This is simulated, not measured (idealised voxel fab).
voxel capacitor over wiring: a process module
Xsec cut, 245 nm wide, square cell size 5 nm.
When this document writes out a cross-section, it uses a grid of square cells and lists it as bands, beginning at the top and moving down, with a band standing for one or more rows of cells. Each band's line starts with the height of the band's top and of its bottom, in nm. Then come its materials from left to right, each with its width in nm. One material with "edge to edge" fills the band from edge to edge. "blank" is empty space. Below 0: as-received wafer, all one material; heights counted from there. Lowest band: no bottom, goes on down, written "0 -> down". You'd read "30->40" like this: the band's top row of cells is as wide as the first number, its bottom row is as wide as the second, and going down, every row changes width by the same amount as the row before did. "all unchanged" after a step means that no cell of the cross-section changed. So "Voids, enclosed" is basically the list of trapped voids: any empty space of 8 cells or more that can't reach the top through an opening. They're written width x height at distance, the distance being from the left edge, and it's all nm. Post-settings text on a step line: simulator's own remark regarding the step. If you see "overlay nm" on a step's line and that step has a mask, it's telling you how far right of where it was planned the mask ended up; a negative number means it went left instead.
Steps in the process plan
1: RECEIVE: material Si
2: CONFORMAL_DEP: material SiO2, thk nm 10
3: CONFORMAL_DEP: material SiN, thk nm 5
4: DIRECTIONAL_DEP: material SiO2, thk nm 15
5: PATTERN: tone open, mask id METAL_1, material resist, width nm 30, pitch nm 95, thk nm 20, overlay nm 0
6: DIRECTIONAL_ETCH: etch materials SiO2, depth nm 15
7: DIRECTIONAL_ETCH: etch materials SiN, depth nm 5
8: STRIP: etch materials resist
9: CONFORMAL_DEP: material TiN, thk nm 5
10: FILL_DEP: material W, thk nm 5
11: CMP: height nm 30
12: EPI: material Ru, thk nm 5
13: FILL_DEP: material SiCN, thk nm 5
14: DIRECTIONAL_DEP: material lowk, thk nm 20
15: DIRECTIONAL_DEP: material aC, thk nm 10
16: PATTERN: tone open, mask id PLUG_1, material resist, width nm 15, thk nm 30, overlay nm 0
17: DIRECTIONAL_ETCH: etch materials aC, depth nm 10
18: STRIP: etch materials resist
19: DIRECTIONAL_ETCH: etch materials lowk, depth nm 20
20: DIRECTIONAL_ETCH: etch materials SiCN, depth nm 5
21: STRIP: etch materials aC
22: EPI: material Ru, thk nm 10
23: EPI: material Ru, thk nm 10
24: EPI: material Ru, thk nm 5
25: DIRECTIONAL_DEP: material TiN, thk nm 5
26: DIRECTIONAL_DEP: material Al2O3, thk nm 5
27: DIRECTIONAL_DEP: material TiN, thk nm 5
28: PATTERN: tone cover, mask id UPPER_PLATE, material resist, width nm 70, thk nm 20, overlay nm 0
29: DIRECTIONAL_ETCH: etch materials TiN, depth nm 5
30: DIRECTIONAL_ETCH: etch materials Al2O3, depth nm 5
31: STRIP: etch materials resist
32: DIRECTIONAL_DEP: material aC, thk nm 10
33: PATTERN: tone cover, mask id LOWER_PLATE, material resist, width nm 80, thk nm 30, overlay nm 0
34: DIRECTIONAL_ETCH: etch materials aC, depth nm 10
35: STRIP: etch materials resist
36: DIRECTIONAL_ETCH: etch materials TiN, depth nm 5
37: STRIP: etch materials aC
38: FILL_DEP: material SiO2, thk nm 15
39: CMP: height nm 85
40: PATTERN: tone open, mask id PLUG_2, material resist, width nm 15, thk nm 15, overlay nm 0
41: DIRECTIONAL_ETCH: etch materials SiO2, depth nm 10
42: STRIP: etch materials resist
43: CONFORMAL_DEP: material TiN, thk nm 5
44: FILL_DEP: material Cu, thk nm 5
45: CMP: height nm 85
46: CONFORMAL_DEP: material SiCN, thk nm 5
Wafer cross-section on receipt, i.e. after step 1
0 -> down  Si edge to edge
Voids, enclosed: none
Here's the wafer cut in cross-section after the module, started and planned just like above, except one thing was done wrong in the run
95 -> 90  SiCN edge to edge
90 -> 85  90 nm TiN, 5 nm Cu, 150 nm TiN
85 -> 80  85 nm SiO2, 5 nm TiN, 5 nm Cu, 5 nm TiN, 145 nm SiO2
80 -> 70  85->75 nm SiO2, 15->70 nm TiN, 145->100 nm SiO2
70 -> 65  75 nm SiO2, 70 nm Al2O3, 100 nm SiO2
65 -> 60  70 nm SiO2, 80 nm TiN, 95 nm SiO2
60 -> 40  75 nm lowk, 15 nm Ru, 155 nm lowk
40 -> 35  75 nm SiCN, 15 nm Ru, 155 nm SiCN
35 -> 30  55 nm SiCN, 40 nm Ru, 55 nm SiCN, 40 nm Ru, 55 nm SiCN
30 -> 15  60 nm SiO2, 5 nm TiN, 20 nm W, 5 nm TiN, 65 nm SiO2, 5 nm TiN, 20 nm W, 5 nm TiN, 60 nm SiO2
15 -> 10  60 nm SiN, 30 nm TiN, 65 nm SiN, 30 nm TiN, 60 nm SiN
10 -> 0  SiO2 edge to edge
0 -> down  Si edge to edge
Voids, enclosed: none
In executing the process, a mistake was made relative to the plan: step 45 ran differently from the plan; actual operation with settings: CMP: height nm 90
